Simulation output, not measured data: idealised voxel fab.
voxel double patterning: a process module
In the cross-section labelled cut, the width is 230 nm and each square cell is 5 nm.
If you're reading a cross-section in this doc, picture square cells in a grid; it comes to you as bands, top ones listed first down to the bottom, and a band can be one or more rows of cells.
Within each band entry, the heights of the top and of the bottom of the band appear first, in that order and in nm; the materials of the band then follow from left to right, each with its corresponding width in nm. The designation "everywhere" on a single material indicates that it fills the band from edge to edge; the designation "air" indicates empty space.
Height reference: 0 = level under which incoming wafer is all one material. Lowest band: no bottom, runs on downward, e.g. "z 0 and below".
Graded width ("30..40"): value in top row of band = first number; value in bottom row = second number; row-to-row change constant.
For the purposes of this document, the phrase "no alteration" attached to a step denotes that no cell within the cross-section was modified by that step.
Heads up: "Trapped voids" only lists the empty pockets with no open path to the top that are 8 cells or more, and it writes them as width x height at distance, distance from the left edge, in nm.
That trailing text on a step's line, after the settings, is the simulator's own remark on the step.
overlay nm: where the mask lay relative to plan, measured to the right, on steps with a mask; negatives go left.
**Intended process steps**
| 1 | RECEIVE: material Si |
| 2 | CONFORMAL_DEP: material SiO2, thk nm 5 |
| 3 | DIRECTIONAL_DEP: material W, thk nm 20 |
| 4 | DIRECTIONAL_DEP: material SiCN, thk nm 10 |
| 5 | DIRECTIONAL_DEP: material aC, thk nm 10 |
| 6 | PATTERN: tone open, mask id FIRST, material resist, width nm 15, pitch nm 50, thk nm 25, overlay nm -15 |
| 7 | DIRECTIONAL_ETCH: etch materials aC, depth nm 10 |
| 8 | STRIP: etch materials resist |
| 9 | DIRECTIONAL_ETCH: etch materials SiCN, depth nm 10 |
| 10 | STRIP: etch materials aC |
| 11 | MASKED_ETCH: tone open, mask id SECOND, width nm 15, pitch nm 50, etch materials SiCN, depth nm 10, overlay nm 0 |
| 12 | DIRECTIONAL_ETCH: etch materials W, depth nm 20 |
| 13 | STRIP: etch materials SiCN |
Heads up: all these wafers start the same, and what changes between them is the overlay nm in step 6. The value you see in the plan is just what the first wafer got.
**Here's the first of the wafers in cross-section, just as we got it, i.e. after step 1**
	z 0 and below  Si everywhere
	Trapped voids: none
**The table below has one row for each wafer; a row shows, as of the end of the module, how many cells of each material the wafer has gained, marked (+), or lost, marked (-), since it was received, and then the wafer's closed voids**
overlay nm -15; +46 SiO2; +132 W; Trapped voids: none
overlay nm -10; +46 SiO2; +124 W; Trapped voids: none
overlay nm -5; +46 SiO2; +124 W; Trapped voids: none
overlay nm 0; +46 SiO2; +124 W; Trapped voids: none
overlay nm 5; +46 SiO2; +124 W; Trapped voids: none
overlay nm 10; +46 SiO2; +124 W; Trapped voids: none
overlay nm 15; +46 SiO2; +132 W; Trapped voids: none
